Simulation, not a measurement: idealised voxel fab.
process module | voxel gate over fins
cross-section cut | 240 nm wide | cells 5 nm
A cross-section is a grid of square cells, given in bands from the top down. A band is one or more rows of cells.
Each band's line starts with the height of the band's top and of its bottom, in nm. Then come its materials from left to right, each with its width in nm. One material with "throughout" fills the band from edge to edge. "air" is empty space.
Height 0 is the level under which the wafer as received is all one material. The lowest band goes on downwards, as in "0 down".
A width such as "30 to 40" changes by the same amount from each row of cells to the next, from the band's top row to its bottom row.
"no change" after a step means that no cell of the cross-section changed.
closed voids: empty space of 8 cells or more with no open way to the top, each as width x height at its distance from the left edge, in nm
after a step's settings: what the simulator itself notes on the step
overlay nm, on a step with a mask: how far to the right of its planned place the mask lay; to the left if negative
plan
1 op RECEIVE | material Si
2 op CONFORMAL_DEP | material SiN | thk nm 10
3 op DIRECTIONAL_DEP | material aC | thk nm 15
4 op PATTERN | tone cover | mask id FINS | material resist | width nm 15 | pitch nm 35 | thk nm 30 | overlay nm 0
5 op DIRECTIONAL_ETCH | etch materials aC | depth nm 15
6 op STRIP | etch materials resist
7 op DIRECTIONAL_ETCH | etch materials SiN | depth nm 10
8 op DIRECTIONAL_ETCH | etch materials Si | depth nm 35
9 op STRIP | etch materials aC
10 op OXIDIZE | depth nm 5
11 op FILL_DEP | material SiO2 | thk nm 5
12 op CMP | height nm 10
13 op SELECTIVE_ETCH | etch materials SiO2 | depth nm 25
14 op STRIP | etch materials SiN
15 op CONFORMAL_DEP | material HfO2 | thk nm 5
16 op CONFORMAL_DEP | material TiN | thk nm 5
17 op FILL_DEP | material W | thk nm 10
18 op CMP | height nm 15
19 op CONFORMAL_DEP | material SiN | thk nm 5
as received, after step 1
  0 down: Si throughout
  closed voids: none
first wafer at the end, as planned
  20 to 15: SiN throughout
  15 to 10: W throughout
  10 to 5: W 70 | TiN 25 | W 10 | TiN 25 | W 10 | TiN 25 | W 75
  5 to 0: W 70 | TiN 5 | HfO2 15 | TiN 5 | W 10 | TiN 5 | HfO2 15 | TiN 5 | W 10 | TiN 5 | HfO2 15 | TiN 5 | W 75
  0 to -5: W 70 | TiN 5 | HfO2 5 | Si 5 | HfO2 5 | TiN 5 | W 10 | TiN 5 | HfO2 5 | Si 5 | HfO2 5 | TiN 5 | W 10 | TiN 5 | HfO2 5 | Si 5 | HfO2 5 | TiN 5 | W 75
  -5 to -10: TiN 75 | HfO2 5 | Si 5 | HfO2 5 | TiN 20 | HfO2 5 | Si 5 | HfO2 5 | TiN 20 | HfO2 5 | Si 5 | HfO2 5 | TiN 80
  -10 to -15: HfO2 80 | Si 5 | HfO2 30 | Si 5 | HfO2 30 | Si 5 | HfO2 85
  -15 to -40: SiO2 80 | Si 5 | SiO2 30 | Si 5 | SiO2 30 | Si 5 | SiO2 85
  -40 down: Si throughout
  closed voids: none
second wafer at the end: like start, like plan, one mistake
  20 to 15: SiN throughout
  15 to 10: W throughout
  10 to 5: W 70 | HfO2 25 | W 10 | HfO2 25 | W 10 | HfO2 25 | W 75
  5 to 0: W 70 | HfO2 5 | TiN 15 | HfO2 5 | W 10 | HfO2 5 | TiN 15 | HfO2 5 | W 10 | HfO2 5 | TiN 15 | HfO2 5 | W 75
  0 to -5: W 70 | HfO2 5 | TiN 5 | Si 5 | TiN 5 | HfO2 5 | W 10 | HfO2 5 | TiN 5 | Si 5 | TiN 5 | HfO2 5 | W 10 | HfO2 5 | TiN 5 | Si 5 | TiN 5 | HfO2 5 | W 75
  -5 to -10: HfO2 75 | TiN 5 | Si 5 | TiN 5 | HfO2 20 | TiN 5 | Si 5 | TiN 5 | HfO2 20 | TiN 5 | Si 5 | TiN 5 | HfO2 80
  -10 to -15: TiN 80 | Si 5 | TiN 30 | Si 5 | TiN 30 | Si 5 | TiN 85
  -15 to -40: SiO2 80 | Si 5 | SiO2 30 | Si 5 | SiO2 30 | Si 5 | SiO2 85
  -40 down: Si throughout
  closed voids: none
what went wrong: steps 15 and 16 were swapped
at the end the second wafer has, in cells: as many of each material as the first, in other places
